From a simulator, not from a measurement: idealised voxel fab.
A process module follows: voxel wiring stack.
cross-section cut | 180 nm wide | cells 5 nm
The cross-sections in this document take the form of a grid made of square cells. They are written out as bands, in order from top to bottom. Each band consists of one or more rows of cells. Quick guide to a band line: top height, bottom height (nm) up front; then every material left to right with its width in nm. Only one material and it's marked "throughout"? Then it fills the band edge to edge. And "empty" just means empty space. Heights are expressed relative to 0, this being the level below which the as-received wafer comprises one material exclusively. The lowest band is unbounded in the downward direction and is denoted as in "0 -> down". Width spec "30->40" -> top row of cells at first value, bottom row at second value, equal per-row change in between. Reading "no change occurred" for a step: not a cell of the cross-section changed in it. "Closed void entries" contains a list of empty spaces, each no smaller than 8 cells and without an open way to the top, written in the form width x height at distance with the distance from the left edge and all three in nm. What comes after the settings on a step's line is commentary from the simulator itself on that step. overlay nm: for a step with a mask, the amount by which the mask lay right of where it was planned; a negative amount means left of it.
Set out below are the planned steps of the process:
1: RECEIVE: material Si
2: CONFORMAL_DEP: material SiO2, thk nm 15
3: DIRECTIONAL_DEP: material TiN, thk nm 5
4: DIRECTIONAL_DEP: material W, thk nm 20
5: DIRECTIONAL_DEP: material aC, thk nm 15
6: PATTERN: tone cover, mask id METAL_1, material resist, width nm 30, pitch nm 50, thk nm 30, overlay nm 0
7: DIRECTIONAL_ETCH: etch materials aC, depth nm 15
8: STRIP: etch materials resist
9: DIRECTIONAL_ETCH: etch materials W, depth nm 20
10: DIRECTIONAL_ETCH: etch materials TiN, depth nm 5
11: STRIP: etch materials aC
12: CONFORMAL_DEP: material SiCN, thk nm 5
13: FILL_DEP: material lowk, thk nm 10
14: CMP: height nm 40
15: CONFORMAL_DEP: material SiCN, thk nm 5
16: DIRECTIONAL_DEP: material lowk, thk nm 30
17: DIRECTIONAL_DEP: material aC, thk nm 15
18: PATTERN: tone open, mask id METAL_2_HOLES, material resist, width nm 15, pitch nm 50, thk nm 35, overlay nm 0
19: DIRECTIONAL_ETCH: etch materials aC, depth nm 15
20: STRIP: etch materials resist
21: DIRECTIONAL_ETCH: etch materials lowk, depth nm 30
22: STRIP: etch materials aC
23: MASKED_ETCH: tone open, mask id METAL_2, width nm 30, pitch nm 50, etch materials lowk, depth nm 15, overlay nm 0
24: MASKED_ETCH: tone open, mask id METAL_2, width nm 30, pitch nm 50, etch materials SiCN, depth nm 5, overlay nm 0
25: CONFORMAL_DEP: material TiN, thk nm 5
26: FILL_DEP: material Cu, thk nm 5
27: CMP: height nm 75
28: CONFORMAL_DEP: material SiCN, thk nm 5
29: DIRECTIONAL_DEP: material SiO2, thk nm 20
30: DIRECTIONAL_DEP: material aC, thk nm 15
31: PATTERN: tone open, mask id PLUG_2, material resist, width nm 15, pitch nm 100, thk nm 30, overlay nm 0
32: DIRECTIONAL_ETCH: etch materials aC, depth nm 15
33: STRIP: etch materials resist
34: DIRECTIONAL_ETCH: etch materials SiO2, depth nm 20
35: DIRECTIONAL_ETCH: etch materials SiCN, depth nm 5
36: STRIP: etch materials aC
37: CONFORMAL_DEP: material TiN, thk nm 5
38: FILL_DEP: material W, thk nm 10
39: CMP: height nm 100
40: CONFORMAL_DEP: material SiN, thk nm 5
41: DIRECTIONAL_DEP: material SiO2, thk nm 25
42: DIRECTIONAL_DEP: material aC, thk nm 10
43: PATTERN: tone open, mask id METAL_3, material resist, width nm 30, pitch nm 50, thk nm 25, overlay nm 0
44: DIRECTIONAL_ETCH: etch materials aC, depth nm 10
45: STRIP: etch materials resist
46: DIRECTIONAL_ETCH: etch materials SiO2, depth nm 25
47: DIRECTIONAL_ETCH: etch materials SiN, depth nm 5
48: STRIP: etch materials aC
49: CONFORMAL_DEP: material TiN, thk nm 5
50: FILL_DEP: material Cu, thk nm 5
51: CMP: height nm 130
52: EPI: material Ru, thk nm 5
53: FILL_DEP: material SiCN, thk nm 5
54: DIRECTIONAL_DEP: material SiO2, thk nm 15
55: MASKED_ETCH: tone open, mask id PLUG_3, width nm 15, pitch nm 50, etch materials SiO2, depth nm 15, overlay nm 0
56: MASKED_ETCH: tone open, mask id PLUG_3, width nm 15, pitch nm 50, etch materials SiCN, depth nm 5, overlay nm 0
57: CONFORMAL_DEP: material TiN, thk nm 5
58: FILL_DEP: material Cu, thk nm 10
59: CMP: height nm 155
60: CONFORMAL_DEP: material SiN, thk nm 5
61: DIRECTIONAL_DEP: material lowk, thk nm 20
62: PATTERN: tone open, mask id METAL_4, material resist, width nm 30, pitch nm 50, thk nm 15, overlay nm 0
63: DIRECTIONAL_ETCH: etch materials lowk, depth nm 20
64: DIRECTIONAL_ETCH: etch materials SiN, depth nm 5
65: STRIP: etch materials resist
66: CONFORMAL_DEP: material TiN, thk nm 5
67: FILL_DEP: material W, thk nm 10
68: CMP: height nm 180
69: CONFORMAL_DEP: material SiCN, thk nm 5
Cross-section, incoming material, after step 1:
0 -> down  Si throughout
Closed void entries: none
What the wafer looks like in cross-section after this module, when it starts as shown above and follows the plan above but one mistake is made in running it:
185 -> 180  SiCN throughout
180 -> 160  lowk 25 | TiN 5 | W 20 | TiN 5 | lowk 20 | TiN 5 | W 20 | TiN 5 | lowk 20 | TiN 5 | W 20 | TiN 5 | lowk 25
160 -> 155  SiN 25 | TiN 30 | SiN 20 | TiN 30 | SiN 20 | TiN 30 | SiN 25
155 -> 140  SiO2 25 | TiN 5 | Cu 5 | TiN 5 | SiO2 35 | TiN 5 | Cu 5 | TiN 5 | SiO2 35 | TiN 5 | Cu 5 | TiN 5 | SiO2 40
140 -> 135  SiCN 25 | TiN 15 | SiCN 35 | TiN 15 | SiCN 35 | TiN 15 | SiCN 40
135 -> 130  SiCN 20 | Ru 40 | SiCN 10 | Ru 40 | SiCN 10 | Ru 40 | SiCN 20
130 -> 105  SiO2 25 | TiN 5 | Cu 20 | TiN 5 | SiO2 20 | TiN 5 | Cu 20 | TiN 5 | SiO2 20 | TiN 5 | Cu 20 | TiN 5 | SiO2 25
105 -> 100  SiN 25 | TiN 30 | SiN 20 | TiN 30 | SiN 20 | TiN 30 | SiN 25
100 -> 80  SiO2 25 | TiN 5 | W 5 | TiN 5 | SiO2 85 | TiN 5 | W 5 | TiN 5 | SiO2 40
80 -> 75  SiCN 25 | TiN 15 | SiCN 85 | TiN 15 | SiCN 40
75 -> 65  lowk 25 | TiN 5 | Cu 20 | TiN 5 | lowk 20 | TiN 5 | Cu 20 | TiN 5 | lowk 20 | TiN 5 | Cu 20 | TiN 5 | lowk 25
65 -> 60  lowk 25 | TiN 5 | Cu 5 | TiN 20 | lowk 20 | TiN 5 | Cu 5 | TiN 20 | lowk 20 | TiN 5 | Cu 5 | TiN 20 | lowk 25
60 -> 45  lowk 25 | TiN 5 | Cu 5 | TiN 5 | lowk 35 | TiN 5 | Cu 5 | TiN 5 | lowk 35 | TiN 5 | Cu 5 | TiN 5 | lowk 40
45 -> 40  SiCN 25 | TiN 15 | SiCN 35 | TiN 15 | SiCN 35 | TiN 15 | SiCN 40
40 -> 25  lowk 20 | SiCN 5 | W 30 | SiCN 5 | lowk 10 | SiCN 5 | W 30 | SiCN 5 | lowk 10 | SiCN 5 | W 30 | SiCN 5 | lowk 20
25 -> 20  SiCN 25 | W 30 | SiCN 20 | W 30 | SiCN 20 | W 30 | SiCN 25
20 -> 5  SiO2 throughout
5 -> 0  TiN throughout
0 -> down  Si throughout
Closed void entries: none
The plan and the run diverged here: steps 2 and 3: order swapped relative to plan
